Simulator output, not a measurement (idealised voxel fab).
process module | voxel wiring stack
cross-section cut | 290 nm wide | cells 5 nm
A cross-section is a grid of square cells, given in bands from the top down. A band is one or more rows of cells.
Each band's line starts with the height of the band's top and of its bottom, in nm. Then come its materials from left to right, each with its width in nm. One material with "throughout" fills the band from edge to edge. "air" is empty space.
Height 0 is the level under which the wafer as received is all one material. The lowest band goes on downwards, as in "0 down".
A width such as "30 to 40" changes by the same amount from each row of cells to the next, from the band's top row to its bottom row.
"no change" after a step means that no cell of the cross-section changed.
closed voids: empty space of 8 cells or more with no open way to the top, each as width x height at its distance from the left edge, in nm
after a step's settings: what the simulator itself notes on the step
overlay nm, on a step with a mask: how far to the right of its planned place the mask lay; to the left if negative
plan
1 op RECEIVE | material Si
2 op CONFORMAL_DEP | material SiO2 | thk nm 15
3 op CONFORMAL_DEP | material SiN | thk nm 5
4 op DIRECTIONAL_DEP | material SiO2 | thk nm 15
5 op PATTERN | tone open | mask id METAL_1 | material resist | width nm 20 | pitch nm 50 | thk nm 20 | overlay nm 0
6 op DIRECTIONAL_ETCH | etch materials SiO2 | depth nm 15
7 op DIRECTIONAL_ETCH | etch materials SiN | depth nm 5
8 op STRIP | etch materials resist
9 op CONFORMAL_DEP | material TiN | thk nm 5
10 op FILL_DEP | material Cu | thk nm 5
11 op CMP | height nm 35
12 op CONFORMAL_DEP | material SiCN | thk nm 5
13 op DIRECTIONAL_DEP | material SiO2 | thk nm 25
14 op DIRECTIONAL_DEP | material aC | thk nm 15
15 op PATTERN | tone open | mask id METAL_2_HOLES | material resist | width nm 15 | pitch nm 100 | thk nm 35 | overlay nm 0
16 op DIRECTIONAL_ETCH | etch materials aC | depth nm 15
17 op STRIP | etch materials resist
18 op DIRECTIONAL_ETCH | etch materials SiO2 | depth nm 25
19 op STRIP | etch materials aC
20 op PATTERN | tone open | mask id METAL_2 | material resist | width nm 20 | pitch nm 50 | thk nm 15 | overlay nm 0
21 op DIRECTIONAL_ETCH | etch materials SiO2 | depth nm 15
22 op DIRECTIONAL_ETCH | etch materials SiCN | depth nm 5
23 op STRIP | etch materials resist
24 op CONFORMAL_DEP | material TiN | thk nm 5
25 op FILL_DEP | material Ru | thk nm 10
26 op CMP | height nm 65
27 op CONFORMAL_DEP | material SiCN | thk nm 5
28 op DIRECTIONAL_DEP | material lowk | thk nm 30
29 op PATTERN | tone open | mask id METAL_3_HOLES | material resist | width nm 15 | pitch nm 100 | thk nm 20 | overlay nm 0
30 op DIRECTIONAL_ETCH | etch materials lowk | depth nm 30
31 op STRIP | etch materials resist
32 op MASKED_ETCH | tone open | mask id METAL_3 | width nm 20 | pitch nm 50 | etch materials lowk | depth nm 20 | overlay nm 0
33 op MASKED_ETCH | tone open | mask id METAL_3 | width nm 20 | pitch nm 50 | etch materials SiCN | depth nm 5 | overlay nm 0
34 op CONFORMAL_DEP | material TiN | thk nm 5
35 op FILL_DEP | material Ru | thk nm 10
36 op CMP | height nm 100
37 op CONFORMAL_DEP | material SiCN | thk nm 5
38 op DIRECTIONAL_DEP | material lowk | thk nm 10
39 op MASKED_ETCH | tone open | mask id PLUG_3 | width nm 15 | pitch nm 50 | etch materials lowk | depth nm 10 | overlay nm 0
40 op MASKED_ETCH | tone open | mask id PLUG_3 | width nm 15 | pitch nm 50 | etch materials SiCN | depth nm 5 | overlay nm 0
41 op EPI | material Ru | thk nm 10
42 op EPI | material Ru | thk nm 5
43 op CONFORMAL_DEP | material SiN | thk nm 5
44 op DIRECTIONAL_DEP | material lowk | thk nm 15
45 op DIRECTIONAL_DEP | material aC | thk nm 15
46 op PATTERN | tone open | mask id METAL_4 | material resist | width nm 20 | pitch nm 50 | thk nm 35 | overlay nm 0
47 op DIRECTIONAL_ETCH | etch materials aC | depth nm 15
48 op STRIP | etch materials resist
49 op DIRECTIONAL_ETCH | etch materials lowk | depth nm 15
50 op DIRECTIONAL_ETCH | etch materials SiN | depth nm 5
51 op STRIP | etch materials aC
52 op CONFORMAL_DEP | material TiN | thk nm 5
53 op FILL_DEP | material Ru | thk nm 5
54 op CMP | height nm 135
55 op EPI | material Ru | thk nm 5
56 op FILL_DEP | material SiCN | thk nm 5
first wafer, as planned
as received, after step 1
  0 down: Si throughout
  closed voids: none
after step 2
  15 to 0: SiO2 throughout
  below 0: unchanged
after step 3
  20 to 15: SiN throughout
  below 15: unchanged
after step 4
  35 to 20: SiO2 throughout
  below 20: unchanged
after step 5
  55 to 35: resist 85 | air 20 | resist 30 | air 20 | resist 30 | air 20 | resist 85
  below 35: unchanged
after step 6
  55 to 35: resist 85 | air 20 | resist 30 | air 20 | resist 30 | air 20 | resist 85
  35 to 20: SiO2 85 | air 20 | SiO2 30 | air 20 | SiO2 30 | air 20 | SiO2 85
  below 20: unchanged
after step 7
  55 to 35: resist 85 | air 20 | resist 30 | air 20 | resist 30 | air 20 | resist 85
  35 to 20: SiO2 85 | air 20 | SiO2 30 | air 20 | SiO2 30 | air 20 | SiO2 85
  20 to 15: SiN 85 | air 20 | SiN 30 | air 20 | SiN 30 | air 20 | SiN 85
  below 15: unchanged
after step 8
  35 to 20: SiO2 85 | air 20 | SiO2 30 | air 20 | SiO2 30 | air 20 | SiO2 85
  below 20: unchanged
after step 9
  40 to 35: TiN 90 | air 10 | TiN 40 | air 10 | TiN 40 | air 10 | TiN 90
  35 to 20: SiO2 85 | TiN 5 | air 10 | TiN 5 | SiO2 30 | TiN 5 | air 10 | TiN 5 | SiO2 30 | TiN 5 | air 10 | TiN 5 | SiO2 85
  20 to 15: SiN 85 | TiN 20 | SiN 30 | TiN 20 | SiN 30 | TiN 20 | SiN 85
  below 15: unchanged
after step 10
  45 to 40: Cu throughout
  40 to 35: TiN 90 | Cu 10 | TiN 40 | Cu 10 | TiN 40 | Cu 10 | TiN 90
  35 to 20: SiO2 85 | TiN 5 | Cu 10 | TiN 5 | SiO2 30 | TiN 5 | Cu 10 | TiN 5 | SiO2 30 | TiN 5 | Cu 10 | TiN 5 | SiO2 85
  below 20: unchanged
after step 11
  35 to 20: SiO2 85 | TiN 5 | Cu 10 | TiN 5 | SiO2 30 | TiN 5 | Cu 10 | TiN 5 | SiO2 30 | TiN 5 | Cu 10 | TiN 5 | SiO2 85
  below 20: unchanged
after step 12
  40 to 35: SiCN throughout
  below 35: unchanged
after step 13
  65 to 40: SiO2 throughout
  below 40: unchanged
after step 14
  80 to 65: aC throughout
  below 65: unchanged
after step 15
  115 to 80: resist 85 | air 15 | resist 85 | air 15 | resist 90
  below 80: unchanged
after step 16
  100 to 80: resist 85 | air 15 | resist 85 | air 15 | resist 90
  80 to 65: aC 85 | air 15 | aC 85 | air 15 | aC 90
  below 65: unchanged
after step 17
  80 to 65: aC 85 | air 15 | aC 85 | air 15 | aC 90
  below 65: unchanged
after step 18
  80 to 65: aC 85 | air 15 | aC 85 | air 15 | aC 90
  65 to 40: SiO2 85 | air 15 | SiO2 85 | air 15 | SiO2 90
  below 40: unchanged
after step 19
  65 to 40: SiO2 85 | air 15 | SiO2 85 | air 15 | SiO2 90
  below 40: unchanged
after step 20
  80 to 65: resist 85 | air 20 | resist 30 | air 20 | resist 30 | air 20 | resist 85
  below 65: unchanged
after step 21
  80 to 65: resist 85 | air 20 | resist 30 | air 20 | resist 30 | air 20 | resist 85
  65 to 50: SiO2 85 | air 20 | SiO2 30 | air 20 | SiO2 30 | air 20 | SiO2 85
  below 50: unchanged
after step 22
  80 to 65: resist 85 | air 20 | resist 30 | air 20 | resist 30 | air 20 | resist 85
  65 to 50: SiO2 85 | air 20 | SiO2 30 | air 20 | SiO2 30 | air 20 | SiO2 85
  50 to 40: SiO2 85 | air 15 | SiO2 85 | air 15 | SiO2 90
  40 to 35: SiCN 85 | air 15 | SiCN 85 | air 15 | SiCN 90
  below 35: unchanged
after step 23
  65 to 50: SiO2 85 | air 20 | SiO2 30 | air 20 | SiO2 30 | air 20 | SiO2 85
  below 50: unchanged
after step 24
  70 to 65: TiN 90 | air 10 | TiN 40 | air 10 | TiN 40 | air 10 | TiN 90
  65 to 55: SiO2 85 | TiN 5 | air 10 | TiN 5 | SiO2 30 | TiN 5 | air 10 | TiN 5 | SiO2 30 | TiN 5 | air 10 | TiN 5 | SiO2 85
  55 to 50: SiO2 85 | TiN 5 | air 5 | TiN 10 | SiO2 30 | TiN 20 | SiO2 30 | TiN 5 | air 5 | TiN 10 | SiO2 85
  50 to 40: SiO2 85 | TiN 5 | air 5 | TiN 5 | SiO2 85 | TiN 5 | air 5 | TiN 5 | SiO2 90
  40 to 35: SiCN 85 | TiN 15 | SiCN 85 | TiN 15 | SiCN 90
  below 35: unchanged
after step 25
  80 to 70: Ru throughout
  70 to 65: TiN 90 | Ru 10 | TiN 40 | Ru 10 | TiN 40 | Ru 10 | TiN 90
  65 to 55: SiO2 85 | TiN 5 | Ru 10 | TiN 5 | SiO2 30 | TiN 5 | Ru 10 | TiN 5 | SiO2 30 | TiN 5 | Ru 10 | TiN 5 | SiO2 85
  55 to 50: SiO2 85 | TiN 5 | Ru 5 | TiN 10 | SiO2 30 | TiN 20 | SiO2 30 | TiN 5 | Ru 5 | TiN 10 | SiO2 85
  50 to 40: SiO2 85 | TiN 5 | Ru 5 | TiN 5 | SiO2 85 | TiN 5 | Ru 5 | TiN 5 | SiO2 90
  below 40: unchanged
after step 26
  65 to 55: SiO2 85 | TiN 5 | Ru 10 | TiN 5 | SiO2 30 | TiN 5 | Ru 10 | TiN 5 | SiO2 30 | TiN 5 | Ru 10 | TiN 5 | SiO2 85
  below 55: unchanged
after step 27
  70 to 65: SiCN throughout
  below 65: unchanged
after step 28
  100 to 70: lowk throughout
  below 70: unchanged
after step 29
  120 to 100: resist 85 | air 15 | resist 85 | air 15 | resist 90
  below 100: unchanged
after step 30
  120 to 100: resist 85 | air 15 | resist 85 | air 15 | resist 90
  100 to 70: lowk 85 | air 15 | lowk 85 | air 15 | lowk 90
  below 70: unchanged
after step 31
  100 to 70: lowk 85 | air 15 | lowk 85 | air 15 | lowk 90
  below 70: unchanged
after step 32
  100 to 80: lowk 85 | air 20 | lowk 30 | air 20 | lowk 30 | air 20 | lowk 85
  below 80: unchanged
after step 33
  100 to 80: lowk 85 | air 20 | lowk 30 | air 20 | lowk 30 | air 20 | lowk 85
  80 to 70: lowk 85 | air 15 | lowk 85 | air 15 | lowk 90
  70 to 65: SiCN 85 | air 15 | SiCN 85 | air 15 | SiCN 90
  below 65: unchanged
after step 34
  105 to 100: TiN 90 | air 10 | TiN 40 | air 10 | TiN 40 | air 10 | TiN 90
  100 to 85: lowk 85 | TiN 5 | air 10 | TiN 5 | lowk 30 | TiN 5 | air 10 | TiN 5 | lowk 30 | TiN 5 | air 10 | TiN 5 | lowk 85
  85 to 80: lowk 85 | TiN 5 | air 5 | TiN 10 | lowk 30 | TiN 20 | lowk 30 | TiN 5 | air 5 | TiN 10 | lowk 85
  80 to 70: lowk 85 | TiN 5 | air 5 | TiN 5 | lowk 85 | TiN 5 | air 5 | TiN 5 | lowk 90
  70 to 65: SiCN 85 | TiN 15 | SiCN 85 | TiN 15 | SiCN 90
  below 65: unchanged
after step 35
  115 to 105: Ru throughout
  105 to 100: TiN 90 | Ru 10 | TiN 40 | Ru 10 | TiN 40 | Ru 10 | TiN 90
  100 to 85: lowk 85 | TiN 5 | Ru 10 | TiN 5 | lowk 30 | TiN 5 | Ru 10 | TiN 5 | lowk 30 | TiN 5 | Ru 10 | TiN 5 | lowk 85
  85 to 80: lowk 85 | TiN 5 | Ru 5 | TiN 10 | lowk 30 | TiN 20 | lowk 30 | TiN 5 | Ru 5 | TiN 10 | lowk 85
  80 to 70: lowk 85 | TiN 5 | Ru 5 | TiN 5 | lowk 85 | TiN 5 | Ru 5 | TiN 5 | lowk 90
  below 70: unchanged
after step 36
  100 to 85: lowk 85 | TiN 5 | Ru 10 | TiN 5 | lowk 30 | TiN 5 | Ru 10 | TiN 5 | lowk 30 | TiN 5 | Ru 10 | TiN 5 | lowk 85
  below 85: unchanged
after step 37
  105 to 100: SiCN throughout
  below 100: unchanged
after step 38
  115 to 105: lowk throughout
  below 105: unchanged
after step 39
  115 to 105: lowk 85 | air 15 | lowk 35 | air 15 | lowk 35 | air 15 | lowk 90
  below 105: unchanged
after step 40
  115 to 105: lowk 85 | air 15 | lowk 35 | air 15 | lowk 35 | air 15 | lowk 90
  105 to 100: SiCN 85 | air 15 | SiCN 35 | air 15 | SiCN 35 | air 15 | SiCN 90
  below 100: unchanged
after step 41
  115 to 110: lowk 85 | air 15 | lowk 35 | air 15 | lowk 35 | air 15 | lowk 90
  110 to 105: lowk 85 | Ru 15 | lowk 35 | Ru 15 | lowk 35 | Ru 15 | lowk 90
  105 to 100: SiCN 85 | Ru 15 | SiCN 35 | Ru 15 | SiCN 35 | Ru 15 | SiCN 90
  below 100: unchanged
after step 42
  115 to 105: lowk 85 | Ru 15 | lowk 35 | Ru 15 | lowk 35 | Ru 15 | lowk 90
  below 105: unchanged
after step 43
  120 to 115: SiN throughout
  below 115: unchanged
after step 44
  135 to 120: lowk throughout
  below 120: unchanged
after step 45
  150 to 135: aC throughout
  below 135: unchanged
after step 46
  185 to 150: resist 85 | air 20 | resist 30 | air 20 | resist 30 | air 20 | resist 85
  below 150: unchanged
after step 47
  170 to 150: resist 85 | air 20 | resist 30 | air 20 | resist 30 | air 20 | resist 85
  150 to 135: aC 85 | air 20 | aC 30 | air 20 | aC 30 | air 20 | aC 85
  below 135: unchanged
after step 48
  150 to 135: aC 85 | air 20 | aC 30 | air 20 | aC 30 | air 20 | aC 85
  below 135: unchanged
after step 49
  150 to 135: aC 85 | air 20 | aC 30 | air 20 | aC 30 | air 20 | aC 85
  135 to 120: lowk 85 | air 20 | lowk 30 | air 20 | lowk 30 | air 20 | lowk 85
  below 120: unchanged
after step 50
  150 to 135: aC 85 | air 20 | aC 30 | air 20 | aC 30 | air 20 | aC 85
  135 to 120: lowk 85 | air 20 | lowk 30 | air 20 | lowk 30 | air 20 | lowk 85
  120 to 115: SiN 85 | air 20 | SiN 30 | air 20 | SiN 30 | air 20 | SiN 85
  below 115: unchanged
after step 51
  135 to 120: lowk 85 | air 20 | lowk 30 | air 20 | lowk 30 | air 20 | lowk 85
  below 120: unchanged
after step 52
  140 to 135: TiN 90 | air 10 | TiN 40 | air 10 | TiN 40 | air 10 | TiN 90
  135 to 120: lowk 85 | TiN 5 | air 10 | TiN 5 | lowk 30 | TiN 5 | air 10 | TiN 5 | lowk 30 | TiN 5 | air 10 | TiN 5 | lowk 85
  120 to 115: SiN 85 | TiN 20 | SiN 30 | TiN 20 | SiN 30 | TiN 20 | SiN 85
  below 115: unchanged
after step 53
  145 to 140: Ru throughout
  140 to 135: TiN 90 | Ru 10 | TiN 40 | Ru 10 | TiN 40 | Ru 10 | TiN 90
  135 to 120: lowk 85 | TiN 5 | Ru 10 | TiN 5 | lowk 30 | TiN 5 | Ru 10 | TiN 5 | lowk 30 | TiN 5 | Ru 10 | TiN 5 | lowk 85
  below 120: unchanged
after step 54
  135 to 120: lowk 85 | TiN 5 | Ru 10 | TiN 5 | lowk 30 | TiN 5 | Ru 10 | TiN 5 | lowk 30 | TiN 5 | Ru 10 | TiN 5 | lowk 85
  below 120: unchanged
after step 55
  140 to 135: air 80 | Ru 30 | air 20 | Ru 30 | air 20 | Ru 30 | air 80
  below 135: unchanged
after step 56
  145 to 140: SiCN throughout
  140 to 135: SiCN 80 | Ru 30 | SiCN 20 | Ru 30 | SiCN 20 | Ru 30 | SiCN 80
  below 135: unchanged
second wafer: like start, like plan, one mistake. Through step 31 it matches the first wafer
when step 32 should have ended
  100 to 75: lowk 85 | air 20 | lowk 30 | air 20 | lowk 30 | air 20 | lowk 85
  below 75: unchanged
when step 33 should have ended
  100 to 75: lowk 85 | air 20 | lowk 30 | air 20 | lowk 30 | air 20 | lowk 85
  75 to 70: lowk 85 | air 15 | lowk 85 | air 15 | lowk 90
  70 to 65: SiCN 85 | air 15 | SiCN 85 | air 15 | SiCN 90
  below 65: unchanged
when step 34 should have ended
  105 to 100: TiN 90 | air 10 | TiN 40 | air 10 | TiN 40 | air 10 | TiN 90
  100 to 80: lowk 85 | TiN 5 | air 10 | TiN 5 | lowk 30 | TiN 5 | air 10 | TiN 5 | lowk 30 | TiN 5 | air 10 | TiN 5 | lowk 85
  80 to 75: lowk 85 | TiN 5 | air 5 | TiN 10 | lowk 30 | TiN 20 | lowk 30 | TiN 5 | air 5 | TiN 10 | lowk 85
  75 to 70: lowk 85 | TiN 5 | air 5 | TiN 5 | lowk 85 | TiN 5 | air 5 | TiN 5 | lowk 90
  70 to 65: SiCN 85 | TiN 15 | SiCN 85 | TiN 15 | SiCN 90
  below 65: unchanged
when step 35 should have ended
  115 to 105: Ru throughout
  105 to 100: TiN 90 | Ru 10 | TiN 40 | Ru 10 | TiN 40 | Ru 10 | TiN 90
  100 to 80: lowk 85 | TiN 5 | Ru 10 | TiN 5 | lowk 30 | TiN 5 | Ru 10 | TiN 5 | lowk 30 | TiN 5 | Ru 10 | TiN 5 | lowk 85
  80 to 75: lowk 85 | TiN 5 | Ru 5 | TiN 10 | lowk 30 | TiN 20 | lowk 30 | TiN 5 | Ru 5 | TiN 10 | lowk 85
  75 to 70: lowk 85 | TiN 5 | Ru 5 | TiN 5 | lowk 85 | TiN 5 | Ru 5 | TiN 5 | lowk 90
  below 70: unchanged
when step 36 should have ended
  100 to 80: lowk 85 | TiN 5 | Ru 10 | TiN 5 | lowk 30 | TiN 5 | Ru 10 | TiN 5 | lowk 30 | TiN 5 | Ru 10 | TiN 5 | lowk 85
  below 80: unchanged
when step 37 should have ended
  105 to 100: SiCN throughout
  below 100: unchanged
when step 38 should have ended
  115 to 105: lowk throughout
  below 105: unchanged
when step 39 should have ended
  115 to 105: lowk 85 | air 15 | lowk 35 | air 15 | lowk 35 | air 15 | lowk 90
  below 105: unchanged
when step 40 should have ended
  115 to 105: lowk 85 | air 15 | lowk 35 | air 15 | lowk 35 | air 15 | lowk 90
  105 to 100: SiCN 85 | air 15 | SiCN 35 | air 15 | SiCN 35 | air 15 | SiCN 90
  below 100: unchanged
when step 41 should have ended
  115 to 110: lowk 85 | air 15 | lowk 35 | air 15 | lowk 35 | air 15 | lowk 90
  110 to 105: lowk 85 | Ru 15 | lowk 35 | Ru 15 | lowk 35 | Ru 15 | lowk 90
  105 to 100: SiCN 85 | Ru 15 | SiCN 35 | Ru 15 | SiCN 35 | Ru 15 | SiCN 90
  below 100: unchanged
when step 42 should have ended
  115 to 105: lowk 85 | Ru 15 | lowk 35 | Ru 15 | lowk 35 | Ru 15 | lowk 90
  below 105: unchanged
when step 43 should have ended
  120 to 115: SiN throughout
  below 115: unchanged
when step 44 should have ended
  135 to 120: lowk throughout
  below 120: unchanged
when step 45 should have ended
  150 to 135: aC throughout
  below 135: unchanged
when step 46 should have ended
  185 to 150: resist 85 | air 20 | resist 30 | air 20 | resist 30 | air 20 | resist 85
  below 150: unchanged
when step 47 should have ended
  170 to 150: resist 85 | air 20 | resist 30 | air 20 | resist 30 | air 20 | resist 85
  150 to 135: aC 85 | air 20 | aC 30 | air 20 | aC 30 | air 20 | aC 85
  below 135: unchanged
when step 48 should have ended
  150 to 135: aC 85 | air 20 | aC 30 | air 20 | aC 30 | air 20 | aC 85
  below 135: unchanged
when step 49 should have ended
  150 to 135: aC 85 | air 20 | aC 30 | air 20 | aC 30 | air 20 | aC 85
  135 to 120: lowk 85 | air 20 | lowk 30 | air 20 | lowk 30 | air 20 | lowk 85
  below 120: unchanged
when step 50 should have ended
  150 to 135: aC 85 | air 20 | aC 30 | air 20 | aC 30 | air 20 | aC 85
  135 to 120: lowk 85 | air 20 | lowk 30 | air 20 | lowk 30 | air 20 | lowk 85
  120 to 115: SiN 85 | air 20 | SiN 30 | air 20 | SiN 30 | air 20 | SiN 85
  below 115: unchanged
when step 51 should have ended
  135 to 120: lowk 85 | air 20 | lowk 30 | air 20 | lowk 30 | air 20 | lowk 85
  below 120: unchanged
when step 52 should have ended
  140 to 135: TiN 90 | air 10 | TiN 40 | air 10 | TiN 40 | air 10 | TiN 90
  135 to 120: lowk 85 | TiN 5 | air 10 | TiN 5 | lowk 30 | TiN 5 | air 10 | TiN 5 | lowk 30 | TiN 5 | air 10 | TiN 5 | lowk 85
  120 to 115: SiN 85 | TiN 20 | SiN 30 | TiN 20 | SiN 30 | TiN 20 | SiN 85
  below 115: unchanged
when step 53 should have ended
  145 to 140: Ru throughout
  140 to 135: TiN 90 | Ru 10 | TiN 40 | Ru 10 | TiN 40 | Ru 10 | TiN 90
  135 to 120: lowk 85 | TiN 5 | Ru 10 | TiN 5 | lowk 30 | TiN 5 | Ru 10 | TiN 5 | lowk 30 | TiN 5 | Ru 10 | TiN 5 | lowk 85
  below 120: unchanged
when step 54 should have ended
  135 to 120: lowk 85 | TiN 5 | Ru 10 | TiN 5 | lowk 30 | TiN 5 | Ru 10 | TiN 5 | lowk 30 | TiN 5 | Ru 10 | TiN 5 | lowk 85
  below 120: unchanged
when step 55 should have ended
  140 to 135: air 80 | Ru 30 | air 20 | Ru 30 | air 20 | Ru 30 | air 80
  below 135: unchanged
when step 56 should have ended
  145 to 140: SiCN throughout
  140 to 135: SiCN 80 | Ru 30 | SiCN 20 | Ru 30 | SiCN 20 | Ru 30 | SiCN 80
  below 135: unchanged
what went wrong: step 32 ran as: op MASKED_ETCH | tone open | mask id METAL_3 | width nm 20 | pitch nm 50 | etch materials lowk | depth nm 25 | overlay nm 0
at the end the second wafer has, in cells: 4 more of Ru | 2 more of TiN | 6 fewer of lowk
